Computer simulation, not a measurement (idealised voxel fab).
Process module heading - voxel transistor to metal
We display cut, a cross-section 270 nm in width whose square cells are each 5 nm.
In this document a cross-section is written as a grid of square cells. It is given as a series of bands, listed from the top down, and a band is one or more rows of cells.
First you get the band's top height and its bottom height, in nm, and then the materials it's made of, left to right, with each width in nm. If you see a single material with "full width", that one covers the band edge to edge. "empty" is empty space.
All heights in this document are referenced to 0, defined as the level beneath which the wafer, as received, consists entirely of one material. The lowest band is not bounded below; it extends indefinitely downward and is written in the form "0 nm and below".
A width such as "30->40" changes by the same amount from each row of cells to the next, from the band's top row to its bottom row.
Where the words "remains unaltered" appear for a step, the cross-section shows no cell changed by that step; every cell remained as before.
"Non-vented voids" means: voids of 8 cells or more that are shut off from the top with no open way through. Written width x height at distance, distance from the left edge, in nm.
Heads up: the bit after the settings on a step's line is the simulator's remark on that step.
overlay nm: where the mask lay relative to plan, measured to the right, on steps with a mask; negatives go left.

PROCESS STEPS (PLANNED)
1. RECEIVE,material Si
2. CONFORMAL_DEP,material SiO2,thk nm 5
3. CONFORMAL_DEP,material SiN,thk nm 10
4. PATTERN,tone cover,mask id ACTIVE,material resist,width nm 95,pitch nm 125,thk nm 15,overlay nm 0
5. DIRECTIONAL_ETCH,etch materials SiN,depth nm 10
6. DIRECTIONAL_ETCH,etch materials SiO2,depth nm 5
7. DIRECTIONAL_ETCH,etch materials Si,depth nm 20
8. STRIP,etch materials resist
9. FILL_DEP,material SiO2,thk nm 15
10. CMP,height nm 15
11. SELECTIVE_ETCH,etch materials SiO2,depth nm 5
12. STRIP,etch materials SiN
13. SELECTIVE_ETCH,etch materials SiO2,depth nm 5
14. OXIDIZE,depth nm 5
15. DIRECTIONAL_DEP,material polySi,thk nm 25
16. DIRECTIONAL_DEP,material SiCN,thk nm 15
17. PATTERN,tone cover,mask id GATE,material resist,width nm 25,pitch nm 125,thk nm 20,overlay nm 0
18. DIRECTIONAL_ETCH,etch materials SiCN,depth nm 25
19. DIRECTIONAL_ETCH,etch materials polySi,depth nm 35
20. STRIP,etch materials resist
21. CONFORMAL_DEP,material SiO2,thk nm 5
22. DIRECTIONAL_ETCH,etch materials SiO2,depth nm 5
23. CONFORMAL_DEP,material SiN,thk nm 5
24. DIRECTIONAL_ETCH,etch materials SiN,depth nm 5
25. DIRECTIONAL_ETCH,etch materials SiO2,depth nm 5
26. DIRECTIONAL_ETCH,etch materials Si,depth nm 10
27. EPI,material nSi,thk nm 10
28. FILL_DEP,material SiO2,thk nm 10
29. CMP,height nm 40
30. DIRECTIONAL_DEP,material SiO2,thk nm 15
31. DIRECTIONAL_DEP,material aC,thk nm 10
32. PATTERN,tone open,mask id CONTACT,material resist,width nm 15,thk nm 30,overlay nm 0
33. DIRECTIONAL_ETCH,etch materials aC,depth nm 10
34. STRIP,etch materials resist
35. DIRECTIONAL_ETCH,etch materials SiO2,depth nm 50
36. STRIP,etch materials aC
37. CONFORMAL_DEP,material TiN,thk nm 5
38. FILL_DEP,material W,thk nm 10
39. CMP,height nm 55
40. CONFORMAL_DEP,material SiCN,thk nm 5
41. DIRECTIONAL_DEP,material SiO2,thk nm 20
42. DIRECTIONAL_DEP,material aC,thk nm 15
43. PATTERN,tone open,mask id METAL_1,material resist,width nm 15,thk nm 30,overlay nm 0
44. DIRECTIONAL_ETCH,etch materials aC,depth nm 15
45. STRIP,etch materials resist
46. DIRECTIONAL_ETCH,etch materials SiO2,depth nm 20
47. DIRECTIONAL_ETCH,etch materials SiCN,depth nm 5
48. STRIP,etch materials aC
49. CONFORMAL_DEP,material TiN,thk nm 5
50. FILL_DEP,material Cu,thk nm 5
51. CMP,height nm 80
52. EPI,material Ru,thk nm 5
53. FILL_DEP,material SiCN,thk nm 5

CROSS-SECTION: WAFER ON ARRIVAL = AFTER STEP 1
* 0 nm and below | Si full width
* Non-vented voids: none

THE FIRST OF THE TWO WAFERS AS SEEN IN CROSS-SECTION ONCE THE MODULE WAS FINISHED; PROCESSING FOLLOWED THE PLAN
* 90 nm to 85 nm | SiCN full width
* 85 nm to 80 nm | SiCN 25 nm, then Ru 25 nm, then SiCN 45 nm, then Ru 25 nm, then SiCN 30 nm, then Ru 25 nm, then SiCN 45 nm, then Ru 25 nm, then SiCN 25 nm
* 80 nm to 60 nm | SiO2 30 nm, then TiN 5 nm, then Cu 5 nm, then TiN 5 nm, then SiO2 55 nm, then TiN 5 nm, then Cu 5 nm, then TiN 5 nm, then SiO2 40 nm, then TiN 5 nm, then Cu 5 nm, then TiN 5 nm, then SiO2 55 nm, then TiN 5 nm, then Cu 5 nm, then TiN 5 nm, then SiO2 30 nm
* 60 nm to 55 nm | SiCN 30 nm, then TiN 15 nm, then SiCN 55 nm, then TiN 15 nm, then SiCN 40 nm, then TiN 15 nm, then SiCN 55 nm, then TiN 15 nm, then SiCN 30 nm
* 55 nm to 40 nm | SiO2 30 nm, then TiN 5 nm, then W 5 nm, then TiN 5 nm, then SiO2 55 nm, then TiN 5 nm, then W 5 nm, then TiN 5 nm, then SiO2 40 nm, then TiN 5 nm, then W 5 nm, then TiN 5 nm, then SiO2 55 nm, then TiN 5 nm, then W 5 nm, then TiN 5 nm, then SiO2 30 nm
* 40 nm to 25 nm | SiO2 30 nm, then TiN 5 nm, then W 5 nm, then TiN 5 nm, then SiO2 5 nm, then SiN 5 nm, then SiO2 5 nm, then SiCN 25 nm, then SiO2 5 nm, then SiN 5 nm, then SiO2 5 nm, then TiN 5 nm, then W 5 nm, then TiN 5 nm, then SiO2 40 nm, then TiN 5 nm, then W 5 nm, then TiN 5 nm, then SiO2 5 nm, then SiN 5 nm, then SiO2 5 nm, then SiCN 25 nm, then SiO2 5 nm, then SiN 5 nm, then SiO2 5 nm, then TiN 5 nm, then W 5 nm, then TiN 5 nm, then SiO2 30 nm
* 25 nm to 10 nm | SiO2 30 nm, then TiN 5 nm, then W 5 nm, then TiN 5 nm, then SiO2 5 nm, then SiN 5 nm, then SiO2 5 nm, then polySi 25 nm, then SiO2 5 nm, then SiN 5 nm, then SiO2 5 nm, then TiN 5 nm, then W 5 nm, then TiN 5 nm, then SiO2 40 nm, then TiN 5 nm, then W 5 nm, then TiN 5 nm, then SiO2 5 nm, then SiN 5 nm, then SiO2 5 nm, then polySi 25 nm, then SiO2 5 nm, then SiN 5 nm, then SiO2 5 nm, then TiN 5 nm, then W 5 nm, then TiN 5 nm, then SiO2 30 nm
* 10 nm to 5 nm | SiO2 30 nm, then TiN 15 nm, then SiO2 5 nm, then SiN 5 nm, then SiO2 5 nm, then polySi 25 nm, then SiO2 5 nm, then SiN 5 nm, then SiO2 5 nm, then TiN 15 nm, then SiO2 40 nm, then TiN 15 nm, then SiO2 5 nm, then SiN 5 nm, then SiO2 5 nm, then polySi 25 nm, then SiO2 5 nm, then SiN 5 nm, then SiO2 5 nm, then TiN 15 nm, then SiO2 30 nm
* 5 nm to 0 nm | SiO2 25 nm, then SiN 5 nm, then nSi 20 nm, then SiN 5 nm, then SiO2 5 nm, then polySi 25 nm, then SiO2 5 nm, then SiN 5 nm, then nSi 20 nm, then SiN 5 nm, then SiO2 30 nm, then SiN 5 nm, then nSi 20 nm, then SiN 5 nm, then SiO2 5 nm, then polySi 25 nm, then SiO2 5 nm, then SiN 5 nm, then nSi 20 nm, then SiN 5 nm, then SiO2 25 nm
* 0 nm to -5 nm | SiO2 30 nm, then nSi 20 nm, then SiO2 45 nm, then nSi 20 nm, then SiO2 40 nm, then nSi 20 nm, then SiO2 45 nm, then nSi 20 nm, then SiO2 30 nm
* -5 nm to -15 nm | SiO2 25 nm, then Si 5 nm, then nSi 20 nm, then Si 45 nm, then nSi 20 nm, then Si 5 nm, then SiO2 30 nm, then Si 5 nm, then nSi 20 nm, then Si 45 nm, then nSi 20 nm, then Si 5 nm, then SiO2 25 nm
* -15 nm to -20 nm | SiO2 25 nm, then Si 95 nm, then SiO2 30 nm, then Si 95 nm, then SiO2 25 nm
* -20 nm and below | Si full width
* Non-vented voids: none

THIS IS THE SECOND OF THE TWO WAFERS, CROSS-SECTIONED AT THE END OF THE MODULE; IT STARTED EXACTLY LIKE THE FIRST AND WAS GIVEN THE SAME PLAN, BUT IT WAS RUN WITH ONE MISTAKE
* 90 nm to 85 nm | SiCN full width
* 85 nm to 80 nm | SiCN 25 nm, then Ru 25 nm, then SiCN 45 nm, then Ru 25 nm, then SiCN 30 nm, then Ru 25 nm, then SiCN 45 nm, then Ru 25 nm, then SiCN 25 nm
* 80 nm to 60 nm | SiO2 30 nm, then TiN 5 nm, then Cu 5 nm, then TiN 5 nm, then SiO2 55 nm, then TiN 5 nm, then Cu 5 nm, then TiN 5 nm, then SiO2 40 nm, then TiN 5 nm, then Cu 5 nm, then TiN 5 nm, then SiO2 55 nm, then TiN 5 nm, then Cu 5 nm, then TiN 5 nm, then SiO2 30 nm
* 60 nm to 55 nm | SiCN 30 nm, then TiN 15 nm, then SiCN 55 nm, then TiN 15 nm, then SiCN 40 nm, then TiN 15 nm, then SiCN 55 nm, then TiN 15 nm, then SiCN 30 nm
* 55 nm to 45 nm | SiO2 30 nm, then TiN 5 nm, then W 5 nm, then TiN 5 nm, then SiO2 55 nm, then TiN 5 nm, then W 5 nm, then TiN 5 nm, then SiO2 40 nm, then TiN 5 nm, then W 5 nm, then TiN 5 nm, then SiO2 55 nm, then TiN 5 nm, then W 5 nm, then TiN 5 nm, then SiO2 30 nm
* 45 nm to 40 nm | SiO2 30 nm, then TiN 15 nm, then SiO2 55 nm, then TiN 15 nm, then SiO2 40 nm, then TiN 15 nm, then SiO2 55 nm, then TiN 15 nm, then SiO2 30 nm
* 40 nm to 30 nm | SiCN 60 nm, then SiO2 5 nm, then SiN 5 nm, then SiO2 5 nm, then SiN 5 nm, then SiO2 5 nm, then SiCN 100 nm, then SiO2 5 nm, then SiN 5 nm, then SiO2 5 nm, then SiN 5 nm, then SiO2 5 nm, then SiCN 60 nm
* 30 nm to 25 nm | polySi 20 nm, then SiCN 40 nm, then SiO2 5 nm, then SiN 5 nm, then SiO2 5 nm, then SiN 5 nm, then SiO2 5 nm, then SiCN 40 nm, then polySi 20 nm, then SiCN 40 nm, then SiO2 5 nm, then SiN 5 nm, then SiO2 5 nm, then SiN 5 nm, then SiO2 5 nm, then SiCN 40 nm, then polySi 20 nm
* 25 nm to 5 nm | polySi 60 nm, then SiO2 5 nm, then SiN 5 nm, then SiO2 5 nm, then SiN 5 nm, then SiO2 5 nm, then polySi 100 nm, then SiO2 5 nm, then SiN 5 nm, then SiO2 5 nm, then SiN 5 nm, then SiO2 5 nm, then polySi 60 nm
* 5 nm to 0 nm | SiO2 20 nm, then polySi 40 nm, then SiO2 5 nm, then SiN 5 nm, then nSi 5 nm, then SiN 5 nm, then SiO2 5 nm, then polySi 40 nm, then SiO2 20 nm, then polySi 40 nm, then SiO2 5 nm, then SiN 5 nm, then nSi 5 nm, then SiN 5 nm, then SiO2 5 nm, then polySi 40 nm, then SiO2 20 nm
* 0 nm to -5 nm | SiO2 70 nm, then nSi 5 nm, then SiO2 120 nm, then nSi 5 nm, then SiO2 70 nm
* -5 nm to -15 nm | SiO2 25 nm, then Si 45 nm, then nSi 5 nm, then Si 45 nm, then SiO2 30 nm, then Si 45 nm, then nSi 5 nm, then Si 45 nm, then SiO2 25 nm
* -15 nm to -20 nm | SiO2 25 nm, then Si 95 nm, then SiO2 30 nm, then Si 95 nm, then SiO2 25 nm
* -20 nm and below | Si full width
* Non-vented voids: none
What broke from the plan during processing? step 17 ran as: PATTERN,tone open,mask id GATE,material resist,width nm 25,pitch nm 125,thk nm 20,overlay nm 0
at the end the second wafer has, in cells: Si: 28 more, SiCN: 90 more, SiN: 4 fewer, SiO2: 144 fewer, TiN: 56 fewer, W: 28 fewer, nSi: 56 fewer, polySi: 170 more
